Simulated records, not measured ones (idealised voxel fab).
Process module under the name voxel quadruple lines
It is cross-section cut that appears here, measuring 200 nm in width, its square cells being 5 nm in size.
Notation: cross-section as square-cell grid; stated in bands, top first, going down; one or more cell rows per band. Top, bottom (nm), then materials left to right with widths (nm); lone material tagged "all across" fills the whole band edge to edge; "blank" = empty space. Note: height 0 marks the level under which the wafer is uniformly one material as received. Lowest band unbounded below, written "top 0, no bottom". Width: "30->40" (first number = top row, second number = bottom row, same change from row to row of cells). It should be understood that the words "remained unchanged", when stated for a given step, signify that the cross-section underwent no change in any of its cells during that step. The list in "Sealed void list" covers empty spaces of 8 cells or more that cannot reach the top through any open way, and it gives each as width x height at distance; the distance is from the left edge, and width, height and distance are in nm. Read whatever lies past the settings on a step's line as the simulator's own remark about the step. "overlay nm" denotes, for a step that has a mask, the displacement of the mask to the right of its planned place, with negative values corresponding to the left.

PROCESS STEPS - PLAN
- 1: RECEIVE | material Si
- 2: CONFORMAL_DEP | material Al2O3 | thk nm 10
- 3: DIRECTIONAL_DEP | material TiN | thk nm 10
- 4: DIRECTIONAL_DEP | material polySi | thk nm 15
- 5: DIRECTIONAL_DEP | material aC | thk nm 20
- 6: PATTERN | tone cover | mask id MANDREL | material resist | width nm 30 | thk nm 30 | overlay nm 0
- 7: DIRECTIONAL_ETCH | etch materials aC | depth nm 20
- 8: STRIP | etch materials resist
- 9: CONFORMAL_DEP | material SiO2 | thk nm 10
- 10: DIRECTIONAL_ETCH | etch materials SiO2 | depth nm 10
- 11: STRIP | etch materials aC
- 12: DIRECTIONAL_ETCH | etch materials polySi | depth nm 15
- 13: STRIP | etch materials SiO2
- 14: CONFORMAL_DEP | material SiCN | thk nm 10
- 15: DIRECTIONAL_ETCH | etch materials SiCN | depth nm 10
- 16: STRIP | etch materials polySi
- 17: DIRECTIONAL_ETCH | etch materials TiN | depth nm 10
- 18: STRIP | etch materials SiCN

WAFER AS RECEIVED: CROSS-SECTION FOLLOWING STEP 1
* top 0, no bottom | Si all across
* Sealed void list: none

FIRST WAFER AT THE END, AS PLANNED
* top 20, bottom 10 | 65 of blank / 10 of TiN / 10 of blank / 10 of TiN / 10 of blank / 10 of TiN / 10 of blank / 10 of TiN / 65 of blank
* top 10, bottom 0 | Al2O3 all across
* top 0, no bottom | Si all across
* Sealed void list: none

SECOND WAFER THROUGH THE MODULE, SECTIONED AT THE END: SAME BEGINNING AND SAME PLAN AS THE FIRST WAFER, WITH ONE MISTAKE IN CARRYING IT OUT
* top 20, bottom 10 | 70 of blank / 10 of TiN / 10 of blank / 10 of TiN / 10 of blank / 10 of TiN / 10 of blank / 10 of TiN / 60 of blank
* top 10, bottom 0 | Al2O3 all across
* top 0, no bottom | Si all across
* Sealed void list: none
Run error: step 6 went in with a setting other than planned; the actual run was PATTERN | tone cover | mask id MANDREL | material resist | width nm 30 | thk nm 30 | overlay nm 5
Comparing end states, the material composition by cell count is preserved from the first wafer to the second, while the locations of the cells are not.
